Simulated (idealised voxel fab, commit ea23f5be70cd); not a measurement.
You're looking at the process module voxel self aligned contacts.
We display cut, a cross-section 285 nm in width whose square cells are each 5 nm.
For the purposes of this document, a cross-section shall be understood as a grid of square cells, specified as bands listed in top-to-bottom order, each band consisting of one or more rows of cells. Top height, bottom height, nm. Materials left to right, width each, nm. Single material + "throughout" = fills band edge to edge. "air" = empty. Heights are expressed relative to 0, this being the level below which the as-received wafer comprises one material exclusively. The lowest band is unbounded in the downward direction and is denoted as in "from 0 down". So if you see something like "30..40" for the width, read it as the top row of the band sitting at the first number and the bottom row at the second, with every row in between moving by the same amount as the last. Step marked "no alterations made"? Then no cell in the cross-section changed in it. Any empty space of 8 cells or more lacking an open way to the top shows up in "Closed void table" as width x height at distance, distance from the left edge, in nm. Heads up: the bit after the settings on a step's line is the simulator's remark on that step. Among the settings permitted on a step's line is "overlay nm"; applied to a step with a mask, it specifies the extent to which the mask lay to the right of its planned position, whereas a negative figure signifies a position to the left.
### The following list gives the planned process steps
- 1: RECEIVE, material Si
- 2: OXIDIZE, depth nm 5
- 3: DIRECTIONAL_DEP, material polySi, thk nm 25
- 4: DIRECTIONAL_DEP, material SiN, thk nm 15
- 5: DIRECTIONAL_DEP, material aC, thk nm 15
- 6: PATTERN, tone cover, mask id GATE, material resist, width nm 25, pitch nm 55, thk nm 30, overlay nm 0
- 7: DIRECTIONAL_ETCH, etch materials aC, depth nm 15
- 8: STRIP, etch materials resist
- 9: DIRECTIONAL_ETCH, etch materials SiN, depth nm 15
- 10: DIRECTIONAL_ETCH, etch materials polySi, depth nm 25
- 11: STRIP, etch materials aC
- 12: CONFORMAL_DEP, material SiN, thk nm 5
- 13: DIRECTIONAL_ETCH, etch materials SiN, depth nm 5
- 14: FILL_DEP, material SiO2, thk nm 10
- 15: CMP, height nm 45
- 16: MASKED_ETCH, tone open, mask id CONTACT, width nm 40, pitch nm 55, etch materials SiO2, depth nm 50, overlay nm 0
- 17: CONFORMAL_DEP, material TiN, thk nm 5
- 18: FILL_DEP, material W, thk nm 5
- 19: CMP, height nm 45
- 20: CONFORMAL_DEP, material SiN, thk nm 5
### Incoming wafer in cross-section (state: after step 1)
    from 0 down | Si throughout
    Closed void table: none
### Final wafer profile in cross-section after the module, from the same start and plan as above, with one mistake made during processing
    from 50 to 45 | SiN throughout
    from 45 to 40 | 95 nm SiO2  15 nm TiN  10 nm W  15 nm TiN  15 nm SiO2  15 nm TiN  10 nm W  15 nm TiN  95 nm SiO2
    from 40 to 25 | 70 nm SiO2  35 nm SiN  5 nm TiN  10 nm W  5 nm TiN  35 nm SiN  5 nm TiN  10 nm W  5 nm TiN  35 nm SiN  70 nm SiO2
    from 25 to 0 | 70 nm SiO2  5 nm SiN  25 nm polySi  5 nm SiN  5 nm TiN  10 nm W  5 nm TiN  5 nm SiN  25 nm polySi  5 nm SiN  5 nm TiN  10 nm W  5 nm TiN  5 nm SiN  25 nm polySi  5 nm SiN  70 nm SiO2
    from 0 to -5 | 105 nm SiO2  20 nm TiN  35 nm SiO2  20 nm TiN  105 nm SiO2
    from -5 to -15 | SiO2 throughout
    from -15 down | Si throughout
    Closed void table: none
The plan and the run diverged here: so step 2 ended up running with a different setting than we planned, it ran as OXIDIZE, depth nm 15
